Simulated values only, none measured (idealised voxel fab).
A process module follows: voxel tone inversion.
We display cut, a cross-section 245 nm in width whose square cells are each 5 nm.
Square cells in a grid make up a cross-section in this document, and the grid is given as bands, listed from the top down, each one or more rows of cells.
Read a band's entry like this: the first values are the height of its top and the height of its bottom in nm, and what follows is the sequence of materials from left to right, each with its width in nm. Note that "air" is empty space, and that a single material marked "everywhere" reaches across the band from edge to edge.
Heights from 0 (as-received wafer is one material below). Bottom band endless downward, as "from 0 down".
So if you see something like "30->40" for the width, read it as the top row of the band sitting at the first number and the bottom row at the second, with every row in between moving by the same amount as the last.
The cross-section has no changed cell in any step marked "nothing changed".
Any empty space of 8 cells or more lacking an open way to the top shows up in "Sealed-off cavities" as width x height at distance, distance from the left edge, in nm.
The remark found on a step's line after its settings is issued by the simulator itself and pertains to that step.
"overlay nm" answers the question of how far to the right of plan the mask lay on a step that has a mask, and when it is negative the answer is to the left.

### Process steps foreseen in the plan
step 1: RECEIVE,material Si
step 2: CONFORMAL_DEP,material SiCN,thk nm 5
step 3: DIRECTIONAL_DEP,material polySi,thk nm 15
step 4: PATTERN,tone cover,mask id POSTS,material resist,width nm 20,pitch nm 45,thk nm 20,overlay nm 0
step 5: DIRECTIONAL_ETCH,etch materials polySi,depth nm 15
step 6: STRIP,etch materials resist
step 7: FILL_DEP,material lowk,thk nm 5
step 8: CMP,height nm 20
step 9: STRIP,etch materials polySi

### Wafer, first of two, run as planned

### Cross-section of the wafer as it came to us, i.e., already through step 1
	from 0 down = Si everywhere
	Sealed-off cavities: none

### Once step 2 is through, the wafer looks like this in cross-section
	from 5 to 0 = SiCN everywhere
	Unchanged below 0.

### Once step 3 is through, the wafer looks like this in cross-section
	from 20 to 5 = polySi everywhere
	Unchanged below 5.

### Once step 4 is through, the wafer looks like this in cross-section
	from 40 to 20 = air (45), then resist (20), then air (25), then resist (20), then air (25), then resist (20), then air (25), then resist (20), then air (45)
	Unchanged below 20.

### Once step 5 is through, the wafer looks like this in cross-section
	from 40 to 20 = air (45), then resist (20), then air (25), then resist (20), then air (25), then resist (20), then air (25), then resist (20), then air (45)
	from 20 to 5 = air (45), then polySi (20), then air (25), then polySi (20), then air (25), then polySi (20), then air (25), then polySi (20), then air (45)
	Unchanged below 5.

### Once step 6 is through, the wafer looks like this in cross-section
	from 20 to 5 = air (45), then polySi (20), then air (25), then polySi (20), then air (25), then polySi (20), then air (25), then polySi (20), then air (45)
	Unchanged below 5.

### Once step 7 is through, the wafer looks like this in cross-section
	from 25 to 20 = lowk everywhere
	from 20 to 5 = lowk (45), then polySi (20), then lowk (25), then polySi (20), then lowk (25), then polySi (20), then lowk (25), then polySi (20), then lowk (45)
	Unchanged below 5.

### Once step 8 is through, the wafer looks like this in cross-section
	from 20 to 5 = lowk (45), then polySi (20), then lowk (25), then polySi (20), then lowk (25), then polySi (20), then lowk (25), then polySi (20), then lowk (45)
	Unchanged below 5.

### Once step 9 is through, the wafer looks like this in cross-section
	from 20 to 5 = lowk (45), then air (20), then lowk (25), then air (20), then lowk (25), then air (20), then lowk (25), then air (20), then lowk (45)
	Unchanged below 5.

### The second wafer: identical to the first at the outset and in its planned sequence, differing only in that one mistake was made during processing; up to and including step 4, its path is the first wafer's path

### Cross-section of the second wafer when, according to plan, step 5 should have finished
	from 40 to 20 = air (45), then resist (20), then air (25), then resist (20), then air (25), then resist (20), then air (25), then resist (20), then air (45)
	from 20 to 5 = air (45), then polySi (20), then air (25), then polySi (20), then air (25), then polySi (20), then air (25), then polySi (20), then air (45)
	Unchanged below 5.

### Cross-section of the second wafer when, according to plan, step 6 should have finished
	from 20 to 5 = air (45), then polySi (20), then air (25), then polySi (20), then air (25), then polySi (20), then air (25), then polySi (20), then air (45)
	Unchanged below 5.

### Cross-section of the second wafer when, according to plan, step 7 should have finished
	from 25 to 20 = lowk everywhere
	from 20 to 5 = lowk (45), then polySi (20), then lowk (25), then polySi (20), then lowk (25), then polySi (20), then lowk (25), then polySi (20), then lowk (45)
	Unchanged below 5.

### Cross-section of the second wafer when, according to plan, step 8 should have finished
	from 20 to 5 = lowk (45), then polySi (20), then lowk (25), then polySi (20), then lowk (25), then polySi (20), then lowk (25), then polySi (20), then lowk (45)
	Unchanged below 5.

### Cross-section of the second wafer when, according to plan, step 9 should have finished
	from 20 to 5 = lowk (45), then air (20), then lowk (25), then air (20), then lowk (25), then air (20), then lowk (25), then air (20), then lowk (45)
	Unchanged below 5.
what went wrong: twice, step 5 of the plan was run
It should be noted that the final cross-sections of the two wafers coincide, and the mistake therefore has no effect on the output of this model.
